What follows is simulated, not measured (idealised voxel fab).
process module | voxel self aligned contacts
cross-section cut | 150 nm wide | cells 5 nm
A cross-section is a grid of square cells, given in bands from the top down. A band is one or more rows of cells.
Each band's line starts with the height of the band's top and of its bottom, in nm. Then come its materials from left to right, each with its width in nm. One material with "throughout" fills the band from edge to edge. "air" is empty space.
Height 0 is the level under which the wafer as received is all one material. The lowest band goes on downwards, as in "0 down".
A width such as "30 to 40" changes by the same amount from each row of cells to the next, from the band's top row to its bottom row.
"no change" after a step means that no cell of the cross-section changed.
closed voids: empty space of 8 cells or more with no open way to the top, each as width x height at its distance from the left edge, in nm
after a step's settings: what the simulator itself notes on the step
overlay nm, on a step with a mask: how far to the right of its planned place the mask lay; to the left if negative
plan
1 op RECEIVE | material Si
2 op OXIDIZE | depth nm 5
3 op DIRECTIONAL_DEP | material polySi | thk nm 20
4 op DIRECTIONAL_DEP | material SiN | thk nm 20
5 op MASKED_ETCH | tone cover | mask id GATE | width nm 35 | pitch nm 80 | etch materials SiN | depth nm 20 | overlay nm 0
6 op MASKED_ETCH | tone cover | mask id GATE | width nm 35 | pitch nm 80 | etch materials polySi | depth nm 20 | overlay nm 0
7 op CONFORMAL_DEP | material SiN | thk nm 10
8 op DIRECTIONAL_ETCH | etch materials SiN | depth nm 10
9 op FILL_DEP | material SiO2 | thk nm 10
10 op CMP | height nm 45
11 op DIRECTIONAL_DEP | material aC | thk nm 10
12 op PATTERN | tone open | mask id CONTACT | material resist | width nm 65 | thk nm 30 | overlay nm 0
13 op DIRECTIONAL_ETCH | etch materials aC | depth nm 10
14 op STRIP | etch materials resist
15 op DIRECTIONAL_ETCH | etch materials SiO2 | depth nm 50
16 op STRIP | etch materials aC
17 op CONFORMAL_DEP | material TiN | thk nm 5
18 op FILL_DEP | material W | thk nm 10
19 op CMP | height nm 45
20 op CONFORMAL_DEP | material SiN | thk nm 5
first wafer, as planned
as received, after step 1
  0 down: Si throughout
  closed voids: none
after step 2
  0 to -5: SiO2 throughout
  below -5: unchanged
after step 3
  20 to 0: polySi throughout
  below 0: unchanged
after step 4
  40 to 20: SiN throughout
  below 20: unchanged
after step 5
  40 to 20: air 15 | SiN 35 | air 45 | SiN 35 | air 20
  below 20: unchanged
after step 6
  40 to 20: air 15 | SiN 35 | air 45 | SiN 35 | air 20
  20 to 0: air 15 | polySi 35 | air 45 | polySi 35 | air 20
  below 0: unchanged
after step 7
  50 to 20: air 5 | SiN 55 | air 25 | SiN 55 | air 10
  20 to 10: air 5 | SiN 10 | polySi 35 | SiN 10 | air 25 | SiN 10 | polySi 35 | SiN 10 | air 10
  10 to 0: SiN 15 | polySi 35 | SiN 45 | polySi 35 | SiN 20
  below 0: unchanged
after step 8
  40 to 20: air 5 | SiN 55 | air 25 | SiN 55 | air 10
  20 to 0: air 5 | SiN 10 | polySi 35 | SiN 10 | air 25 | SiN 10 | polySi 35 | SiN 10 | air 10
  below 0: unchanged
after step 9
  50 to 40: SiO2 throughout
  40 to 20: SiO2 5 | SiN 55 | SiO2 25 | SiN 55 | SiO2 10
  20 to 0: SiO2 5 | SiN 10 | polySi 35 | SiN 10 | SiO2 25 | SiN 10 | polySi 35 | SiN 10 | SiO2 10
  below 0: unchanged
after step 10
  45 to 40: SiO2 throughout
  below 40: unchanged
after step 11
  55 to 45: aC throughout
  below 45: unchanged
after step 12
  85 to 55: resist 40 | air 65 | resist 45
  below 55: unchanged
after step 13
  75 to 55: resist 40 | air 65 | resist 45
  55 to 45: aC 40 | air 65 | aC 45
  below 45: unchanged
after step 14
  55 to 45: aC 40 | air 65 | aC 45
  below 45: unchanged
after step 15
  55 to 45: aC 40 | air 65 | aC 45
  45 to 40: SiO2 40 | air 65 | SiO2 45
  40 to 20: SiO2 5 | SiN 55 | air 25 | SiN 55 | SiO2 10
  20 to 0: SiO2 5 | SiN 10 | polySi 35 | SiN 10 | air 25 | SiN 10 | polySi 35 | SiN 10 | SiO2 10
  0 to -5: SiO2 60 | air 25 | SiO2 65
  below -5: unchanged
after step 16
  45 to 40: SiO2 40 | air 65 | SiO2 45
  below 40: unchanged
after step 17
  50 to 45: TiN 45 | air 55 | TiN 50
  45 to 40: SiO2 40 | TiN 25 | air 15 | TiN 25 | SiO2 45
  40 to 20: SiO2 5 | SiN 55 | TiN 5 | air 15 | TiN 5 | SiN 55 | SiO2 10
  20 to 0: SiO2 5 | SiN 10 | polySi 35 | SiN 10 | TiN 5 | air 15 | TiN 5 | SiN 10 | polySi 35 | SiN 10 | SiO2 10
  0 to -5: SiO2 60 | TiN 25 | SiO2 65
  below -5: unchanged
after step 18
  60 to 50: W throughout
  50 to 45: TiN 45 | W 55 | TiN 50
  45 to 40: SiO2 40 | TiN 25 | W 15 | TiN 25 | SiO2 45
  40 to 20: SiO2 5 | SiN 55 | TiN 5 | W 15 | TiN 5 | SiN 55 | SiO2 10
  20 to 0: SiO2 5 | SiN 10 | polySi 35 | SiN 10 | TiN 5 | W 15 | TiN 5 | SiN 10 | polySi 35 | SiN 10 | SiO2 10
  below 0: unchanged
after step 19
  45 to 40: SiO2 40 | TiN 25 | W 15 | TiN 25 | SiO2 45
  below 40: unchanged
after step 20
  50 to 45: SiN throughout
  below 45: unchanged
second wafer: like start, like plan, one mistake. Through step 17 it matches the first wafer
when step 18 should have ended
  60 to 50: polySi throughout
  50 to 45: TiN 45 | polySi 55 | TiN 50
  45 to 40: SiO2 40 | TiN 25 | polySi 15 | TiN 25 | SiO2 45
  40 to 20: SiO2 5 | SiN 55 | TiN 5 | polySi 15 | TiN 5 | SiN 55 | SiO2 10
  20 to 0: SiO2 5 | SiN 10 | polySi 35 | SiN 10 | TiN 5 | polySi 15 | TiN 5 | SiN 10 | polySi 35 | SiN 10 | SiO2 10
  below 0: unchanged
when step 19 should have ended
  45 to 40: SiO2 40 | TiN 25 | polySi 15 | TiN 25 | SiO2 45
  below 40: unchanged
when step 20 should have ended
  50 to 45: SiN throughout
  below 45: unchanged
what went wrong: step 18 ran as: op FILL_DEP | material polySi | thk nm 10
at the end the second wafer has, in cells: 27 fewer of W | 27 more of polySi
